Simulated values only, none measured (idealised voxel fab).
process module | voxel transistor to metal
cross-section cut | 295 nm wide | cells 5 nm
A cross-section is a grid of square cells, given in bands from the top down. A band is one or more rows of cells.
Each band's line starts with the height of the band's top and of its bottom, in nm. Then come its materials from left to right, each with its width in nm. One material with "throughout" fills the band from edge to edge. "air" is empty space.
Height 0 is the level under which the wafer as received is all one material. The lowest band goes on downwards, as in "0 down".
A width such as "30 to 40" changes by the same amount from each row of cells to the next, from the band's top row to its bottom row.
"no change" after a step means that no cell of the cross-section changed.
closed voids: empty space of 8 cells or more with no open way to the top, each as width x height at its distance from the left edge, in nm
after a step's settings: what the simulator itself notes on the step
overlay nm, on a step with a mask: how far to the right of its planned place the mask lay; to the left if negative
plan
1 op RECEIVE | material Si
2 op CONFORMAL_DEP | material SiO2 | thk nm 5
3 op CONFORMAL_DEP | material SiN | thk nm 15
4 op PATTERN | tone cover | mask id ACTIVE | material resist | width nm 105 | pitch nm 130 | thk nm 20 | overlay nm 0
5 op DIRECTIONAL_ETCH | etch materials SiN | depth nm 15
6 op DIRECTIONAL_ETCH | etch materials SiO2 | depth nm 5
7 op DIRECTIONAL_ETCH | etch materials Si | depth nm 30
8 op STRIP | etch materials resist
9 op OXIDIZE | depth nm 5
10 op FILL_DEP | material SiO2 | thk nm 15
11 op CMP | height nm 20
12 op SELECTIVE_ETCH | etch materials SiO2 | depth nm 15
13 op STRIP | etch materials SiN
14 op SELECTIVE_ETCH | etch materials SiO2 | depth nm 5
15 op OXIDIZE | depth nm 5
16 op DIRECTIONAL_DEP | material polySi | thk nm 25
17 op DIRECTIONAL_DEP | material SiCN | thk nm 15
18 op DIRECTIONAL_DEP | material aC | thk nm 10
19 op PATTERN | tone cover | mask id GATE | material resist | width nm 25 | pitch nm 130 | thk nm 25 | overlay nm 0
20 op DIRECTIONAL_ETCH | etch materials aC | depth nm 10
21 op STRIP | etch materials resist
22 op DIRECTIONAL_ETCH | etch materials SiCN | depth nm 25
23 op DIRECTIONAL_ETCH | etch materials polySi | depth nm 35
24 op STRIP | etch materials aC
25 op CONFORMAL_DEP | material SiN | thk nm 5
26 op DIRECTIONAL_ETCH | etch materials SiN | depth nm 5
27 op DIRECTIONAL_ETCH | etch materials SiO2 | depth nm 5
28 op DIRECTIONAL_ETCH | etch materials Si | depth nm 10
29 op EPI | material nSi | thk nm 15
30 op FILL_DEP | material SiO2 | thk nm 5
31 op CMP | height nm 40
32 op DIRECTIONAL_DEP | material SiO2 | thk nm 10
33 op PATTERN | tone open | mask id CONTACT | material resist | width nm 30 | pitch nm 65 | thk nm 15 | overlay nm 0
34 op DIRECTIONAL_ETCH | etch materials SiO2 | depth nm 50
35 op STRIP | etch materials resist
36 op CONFORMAL_DEP | material TiN | thk nm 5
37 op FILL_DEP | material W | thk nm 5
38 op CMP | height nm 50
39 op DIRECTIONAL_DEP | material TiN | thk nm 5
40 op DIRECTIONAL_DEP | material Ru | thk nm 15
41 op MASKED_ETCH | tone cover | mask id METAL_1 | width nm 15 | etch materials Ru | depth nm 15 | overlay nm 0
42 op MASKED_ETCH | tone cover | mask id METAL_1 | width nm 15 | etch materials TiN | depth nm 5 | overlay nm 0
43 op CONFORMAL_DEP | material SiN | thk nm 5
44 op FILL_DEP | material SiO2 | thk nm 5
45 op CMP | height nm 70
46 op CONFORMAL_DEP | material SiCN | thk nm 5
47 op DIRECTIONAL_DEP | material SiO2 | thk nm 25
48 op DIRECTIONAL_DEP | material aC | thk nm 10
49 op PATTERN | tone open | mask id METAL_2 | material resist | width nm 15 | pitch nm 130 | thk nm 30 | overlay nm 0
50 op DIRECTIONAL_ETCH | etch materials aC | depth nm 10
51 op STRIP | etch materials resist
52 op DIRECTIONAL_ETCH | etch materials SiO2 | depth nm 15
53 op STRIP | etch materials aC
54 op MASKED_ETCH | tone open | mask id METAL_2_HOLES | width nm 15 | pitch nm 130 | etch materials SiO2 | depth nm 10 | overlay nm 0
55 op MASKED_ETCH | tone open | mask id METAL_2_HOLES | width nm 15 | pitch nm 130 | etch materials SiCN | depth nm 5 | overlay nm 0
56 op CONFORMAL_DEP | material TiN | thk nm 5
57 op FILL_DEP | material Ru | thk nm 10
58 op CMP | height nm 100
59 op CONFORMAL_DEP | material SiN | thk nm 5
as received, after step 1
  0 down: Si throughout
  closed voids: none
first wafer at the end, as planned
  105 to 100: SiN throughout
  100 to 75: SiO2 35 | TiN 5 | Ru 5 | TiN 5 | SiO2 115 | TiN 5 | Ru 5 | TiN 5 | SiO2 115
  75 to 70: SiCN 35 | TiN 15 | SiCN 115 | TiN 15 | SiCN 115
  70 to 55: SiO2 30 | SiN 5 | Ru 15 | SiN 5 | SiO2 55 | SiN 5 | Ru 15 | SiN 5 | SiO2 25 | SiN 5 | Ru 15 | SiN 5 | SiO2 55 | SiN 5 | Ru 15 | SiN 5 | SiO2 30
  55 to 50: SiN 35 | TiN 15 | SiN 65 | TiN 15 | SiN 35 | TiN 15 | SiN 65 | TiN 15 | SiN 35
  50 to 40: SiO2 35 | TiN 5 | W 20 | TiN 5 | SiO2 35 | TiN 5 | W 20 | TiN 5 | SiO2 35 | TiN 5 | W 20 | TiN 5 | SiO2 35 | TiN 5 | W 20 | TiN 5 | SiO2 35
  40 to 25: SiO2 35 | TiN 5 | W 20 | TiN 5 | SiN 5 | SiCN 25 | SiN 5 | TiN 5 | W 20 | TiN 5 | SiO2 35 | TiN 5 | W 20 | TiN 5 | SiN 5 | SiCN 25 | SiN 5 | TiN 5 | W 20 | TiN 5 | SiO2 35
  25 to 15: SiO2 35 | TiN 5 | W 20 | TiN 5 | SiN 5 | polySi 25 | SiN 5 | TiN 5 | W 20 | TiN 5 | SiO2 35 | TiN 5 | W 20 | TiN 5 | SiN 5 | polySi 25 | SiN 5 | TiN 5 | W 20 | TiN 5 | SiO2 35
  15 to 10: SiO2 35 | TiN 5 | W 5 | TiN 20 | SiN 5 | polySi 25 | SiN 5 | TiN 20 | W 5 | TiN 5 | SiO2 35 | TiN 5 | W 5 | TiN 20 | SiN 5 | polySi 25 | SiN 5 | TiN 20 | W 5 | TiN 5 | SiO2 35
  10 to 5: SiO2 35 | TiN 5 | W 5 | TiN 5 | nSi 15 | SiN 5 | polySi 25 | SiN 5 | nSi 15 | TiN 5 | W 5 | TiN 5 | SiO2 35 | TiN 5 | W 5 | TiN 5 | nSi 15 | SiN 5 | polySi 25 | SiN 5 | nSi 15 | TiN 5 | W 5 | TiN 5 | SiO2 35
  5 to 0: SiO2 35 | TiN 15 | nSi 15 | SiN 5 | polySi 25 | SiN 5 | nSi 15 | TiN 15 | SiO2 35 | TiN 15 | nSi 15 | SiN 5 | polySi 25 | SiN 5 | nSi 15 | TiN 15 | SiO2 35
  0 to -5: SiO2 30 | nSi 35 | SiO2 35 | nSi 35 | SiO2 25 | nSi 35 | SiO2 35 | nSi 35 | SiO2 30
  -5 to -15: SiO2 35 | nSi 30 | Si 35 | nSi 30 | SiO2 35 | nSi 30 | Si 35 | nSi 30 | SiO2 35
  -15 to -35: SiO2 35 | Si 95 | SiO2 35 | Si 95 | SiO2 35
  -35 down: Si throughout
  closed voids: none
second wafer at the end: like start, like plan, one mistake
  105 to 100: SiN throughout
  100 to 90: SiO2 30 | TiN 5 to 10 | Ru 10 to 5 | TiN 5 | SiO2 110 | TiN 5 to 10 | Ru 10 to 5 | TiN 5 | SiO2 115
  90 to 85: SiO2 35 | TiN 15 | SiO2 115 | TiN 15 | SiO2 115
  85 to 75: SiO2 35 | TiN 10 | SiO2 120 | TiN 10 | SiO2 120
  75 to 70: SiCN 35 | TiN 10 | SiCN 120 | TiN 10 | SiCN 120
  70 to 55: SiO2 30 | SiN 5 | Ru 15 | SiN 5 | SiO2 55 | SiN 5 | Ru 15 | SiN 5 | SiO2 25 | SiN 5 | Ru 15 | SiN 5 | SiO2 55 | SiN 5 | Ru 15 | SiN 5 | SiO2 30
  55 to 50: SiN 35 | TiN 15 | SiN 65 | TiN 15 | SiN 35 | TiN 15 | SiN 65 | TiN 15 | SiN 35
  50 to 40: SiO2 35 | TiN 5 | W 20 | TiN 5 | SiO2 35 | TiN 5 | W 20 | TiN 5 | SiO2 35 | TiN 5 | W 20 | TiN 5 | SiO2 35 | TiN 5 | W 20 | TiN 5 | SiO2 35
  40 to 25: SiO2 35 | TiN 5 | W 20 | TiN 5 | SiN 5 | SiCN 25 | SiN 5 | TiN 5 | W 20 | TiN 5 | SiO2 35 | TiN 5 | W 20 | TiN 5 | SiN 5 | SiCN 25 | SiN 5 | TiN 5 | W 20 | TiN 5 | SiO2 35
  25 to 15: SiO2 35 | TiN 5 | W 20 | TiN 5 | SiN 5 | polySi 25 | SiN 5 | TiN 5 | W 20 | TiN 5 | SiO2 35 | TiN 5 | W 20 | TiN 5 | SiN 5 | polySi 25 | SiN 5 | TiN 5 | W 20 | TiN 5 | SiO2 35
  15 to 10: SiO2 35 | TiN 5 | W 5 | TiN 20 | SiN 5 | polySi 25 | SiN 5 | TiN 20 | W 5 | TiN 5 | SiO2 35 | TiN 5 | W 5 | TiN 20 | SiN 5 | polySi 25 | SiN 5 | TiN 20 | W 5 | TiN 5 | SiO2 35
  10 to 5: SiO2 35 | TiN 5 | W 5 | TiN 5 | nSi 15 | SiN 5 | polySi 25 | SiN 5 | nSi 15 | TiN 5 | W 5 | TiN 5 | SiO2 35 | TiN 5 | W 5 | TiN 5 | nSi 15 | SiN 5 | polySi 25 | SiN 5 | nSi 15 | TiN 5 | W 5 | TiN 5 | SiO2 35
  5 to 0: SiO2 35 | TiN 15 | nSi 15 | SiN 5 | polySi 25 | SiN 5 | nSi 15 | TiN 15 | SiO2 35 | TiN 15 | nSi 15 | SiN 5 | polySi 25 | SiN 5 | nSi 15 | TiN 15 | SiO2 35
  0 to -5: SiO2 30 | nSi 35 | SiO2 35 | nSi 35 | SiO2 25 | nSi 35 | SiO2 35 | nSi 35 | SiO2 30
  -5 to -15: SiO2 35 | nSi 30 | Si 35 | nSi 30 | SiO2 35 | nSi 30 | Si 35 | nSi 30 | SiO2 35
  -15 to -35: SiO2 35 | Si 95 | SiO2 35 | Si 95 | SiO2 35
  -35 down: Si throughout
  closed voids: none
what went wrong: step 54 ran as: op MASKED_ETCH | tone open | mask id METAL_2_HOLES | width nm 15 | pitch nm 130 | etch materials SiO2 | depth nm 10 | overlay nm -5
at the end the second wafer has, in cells: 4 fewer of Ru | 2 more of SiCN | 2 more of TiN
